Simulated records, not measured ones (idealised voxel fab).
The process module that follows is named voxel lift off.
The cross-section on display is named cut; it measures 200 nm wide, and its cells are 5 nm squares.
Notation: cross-section as square-cell grid; stated in bands, top first, going down; one or more cell rows per band.
First you get the band's top height and its bottom height, in nm, and then the materials it's made of, left to right, with each width in nm. If you see a single material with "everywhere", that one covers the band edge to edge. "empty" is empty space.
Height datum 0, below which the as-received substrate wafer is one material. Lowest band open at the bottom, running downward: "0..down".
Note: "30->40" means the width goes from the first number (top row of the band) to the second number (bottom row) in equal steps per row of cells.
Step marked "remains unaltered"? Then no cell in the cross-section changed in it.
Heads up: "Enclosed void catalog" only lists the empty pockets with no open path to the top that are 8 cells or more, and it writes them as width x height at distance, distance from the left edge, in nm.
after a step's settings: what the simulator itself notes on the step
A step line may carry the setting "overlay nm", which, for steps involving a mask, states the distance by which the mask lay to the right of its intended position; negative values denote displacement to the left.

**Process steps foreseen in the plan**
| 1 | RECEIVE | material Si |
| 2 | CONFORMAL_DEP | material Al2O3 | thk nm 5 |
| 3 | PATTERN | tone open | mask id LINES | material resist | width nm 15 | pitch nm 45 | thk nm 15 | overlay nm 0 |
| 4 | DIRECTIONAL_DEP | material Ru | thk nm 5 |
| 5 | STRIP | etch materials resist |
| 6 | CONFORMAL_DEP | material SiO2 | thk nm 5 |
What sets these wafers apart? The width nm at step 3. They all start alike, and the plan carries the first wafer's value.

**Cross-sectional view of the first of several wafers in the as-received condition, corresponding to the state following step 1**
0..down | Si everywhere
Enclosed void catalog: none

**The figure below presents a cross-section of the first of several wafers at the conclusion of the module, following its last step, step 6**
15..10 | 45 empty; 25 SiO2; 20 empty; 25 SiO2; 20 empty; 25 SiO2; 40 empty
10..5 | 50 SiO2; 15 Ru; 30 SiO2; 15 Ru; 30 SiO2; 15 Ru; 45 SiO2
5..0 | Al2O3 everywhere
0..down | Si everywhere
Enclosed void catalog: none

**End of module, last wafer sectioned**
15..10 | 35 empty; 40 SiO2; 5 empty; 40 SiO2; 5 empty; 40 SiO2; 35 empty
10..5 | 40 SiO2; 30 Ru; 15 SiO2; 30 Ru; 15 SiO2; 30 Ru; 40 SiO2
5..0 | Al2O3 everywhere
0..down | Si everywhere
Enclosed void catalog: none

**Every row in this table is a wafer at the end of the module, and it gives, for each of the materials, the cells that wafer has gained (+) or lost (-) since it was received, then its closed voids**
width nm 15 | +40 Al2O3 | +9 Ru | +46 SiO2 | Enclosed void catalog: none
width nm 20 | +40 Al2O3 | +12 Ru | +46 SiO2 | Enclosed void catalog: none
width nm 25 | +40 Al2O3 | +15 Ru | +46 SiO2 | Enclosed void catalog: none
width nm 30 | +40 Al2O3 | +18 Ru | +46 SiO2 | Enclosed void catalog: none
